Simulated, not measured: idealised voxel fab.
The document below concerns the process module designated voxel capacitor over wiring.
Each square cell in cross-section cut measures 5 nm, and the section as a whole is 290 nm wide.
This document writes a cross-section as a grid whose cells are square, and gives it as bands, listed from the top down; one or more rows of cells form a band. In this notation a band is specified by the heights of its top and bottom, in that order and in nm, after which its materials appear from left to right, each paired with its width in nm. The word "throughout" attached to a single material means that material fills the band from edge to edge; the word "air" stands for empty space. Ref level 0: as-received wafer is one material below here. Bottom band extends down with no lower bound ("0 nm and below"). The width entry "30->40" should be interpreted row by row: the top row of cells in the band takes the first number, the bottom row takes the second number, and the change between adjacent rows is uniform throughout. "no change occurred" (step): cross-section cells unchanged, all of them. Look at "Enclosed void list" for the closed voids: empty spaces with no open path to the top, sized 8 cells or up. Each is width x height at distance, distance from the left edge, all nm. Read whatever lies past the settings on a step's line as the simulator's own remark about the step. overlay nm: where the mask lay relative to plan, measured to the right, on steps with a mask; negatives go left.
Process steps foreseen in the plan
1 op RECEIVE | material Si
2 op CONFORMAL_DEP | material SiO2 | thk nm 15
3 op CONFORMAL_DEP | material SiN | thk nm 5
4 op DIRECTIONAL_DEP | material lowk | thk nm 25
5 op DIRECTIONAL_DEP | material aC | thk nm 10
6 op PATTERN | tone open | mask id METAL_1 | material resist | width nm 30 | pitch nm 85 | thk nm 30 | overlay nm 0
7 op DIRECTIONAL_ETCH | etch materials aC | depth nm 10
8 op STRIP | etch materials resist
9 op DIRECTIONAL_ETCH | etch materials lowk | depth nm 25
10 op DIRECTIONAL_ETCH | etch materials SiN | depth nm 5
11 op STRIP | etch materials aC
12 op CONFORMAL_DEP | material TiN | thk nm 5
13 op FILL_DEP | material W | thk nm 5
14 op CMP | height nm 45
15 op CONFORMAL_DEP | material SiCN | thk nm 5
16 op DIRECTIONAL_DEP | material SiO2 | thk nm 15
17 op MASKED_ETCH | tone open | mask id PLUG_1 | width nm 15 | etch materials SiO2 | depth nm 15 | overlay nm 0
18 op MASKED_ETCH | tone open | mask id PLUG_1 | width nm 15 | etch materials SiCN | depth nm 5 | overlay nm 0
19 op EPI | material Ru | thk nm 10
20 op EPI | material Ru | thk nm 10
21 op DIRECTIONAL_DEP | material TiN | thk nm 5
22 op DIRECTIONAL_DEP | material HfO2 | thk nm 5
23 op DIRECTIONAL_DEP | material TiN | thk nm 10
24 op MASKED_ETCH | tone cover | mask id UPPER_PLATE | width nm 60 | etch materials TiN | depth nm 10 | overlay nm 0
25 op MASKED_ETCH | tone cover | mask id UPPER_PLATE | width nm 60 | etch materials HfO2 | depth nm 5 | overlay nm 0
26 op DIRECTIONAL_DEP | material aC | thk nm 10
27 op PATTERN | tone cover | mask id LOWER_PLATE | material resist | width nm 60 | thk nm 25 | overlay nm 0
28 op DIRECTIONAL_ETCH | etch materials aC | depth nm 10
29 op STRIP | etch materials resist
30 op DIRECTIONAL_ETCH | etch materials TiN | depth nm 5
31 op STRIP | etch materials aC
32 op FILL_DEP | material SiO2 | thk nm 20
33 op CMP | height nm 100
34 op DIRECTIONAL_DEP | material aC | thk nm 15
35 op PATTERN | tone open | mask id PLUG_2 | material resist | width nm 15 | thk nm 30 | overlay nm 0
36 op DIRECTIONAL_ETCH | etch materials aC | depth nm 15
37 op STRIP | etch materials resist
38 op DIRECTIONAL_ETCH | etch materials SiO2 | depth nm 15
39 op STRIP | etch materials aC
40 op CONFORMAL_DEP | material TiN | thk nm 5
41 op FILL_DEP | material Cu | thk nm 5
42 op CMP | height nm 100
43 op CONFORMAL_DEP | material SiN | thk nm 5
For this document, wafers share an identical start and vary in the step 27 width nm; the plan quotes the first wafer's value.
First of several wafers (as received, post step 1), cross-sectional view
  0 nm and below: Si throughout
  Enclosed void list: none
Basically each wafer gets a line in the table, showing it at the end of the module: material by material, the cells it gained (+) or lost (-) since we got it, then its closed voids
width nm 60 | +2 Cu | +12 HfO2 | +12 Ru | +55 SiCN | +104 SiN | +688 SiO2 | +75 TiN | +40 W | +230 lowk | Enclosed void list: none
width nm 65 | +2 Cu | +12 HfO2 | +12 Ru | +55 SiCN | +104 SiN | +687 SiO2 | +76 TiN | +40 W | +230 lowk | Enclosed void list: none
width nm 70 | +2 Cu | +12 HfO2 | +12 Ru | +55 SiCN | +104 SiN | +686 SiO2 | +77 TiN | +40 W | +230 lowk | Enclosed void list: none
width nm 75 | +2 Cu | +12 HfO2 | +12 Ru | +55 SiCN | +104 SiN | +685 SiO2 | +78 TiN | +40 W | +230 lowk | Enclosed void list: none
width nm 80 | +2 Cu | +12 HfO2 | +12 Ru | +55 SiCN | +104 SiN | +684 SiO2 | +79 TiN | +40 W | +230 lowk | Enclosed void list: none
width nm 85 | +2 Cu | +12 HfO2 | +12 Ru | +55 SiCN | +104 SiN | +683 SiO2 | +80 TiN | +40 W | +230 lowk | Enclosed void list: none
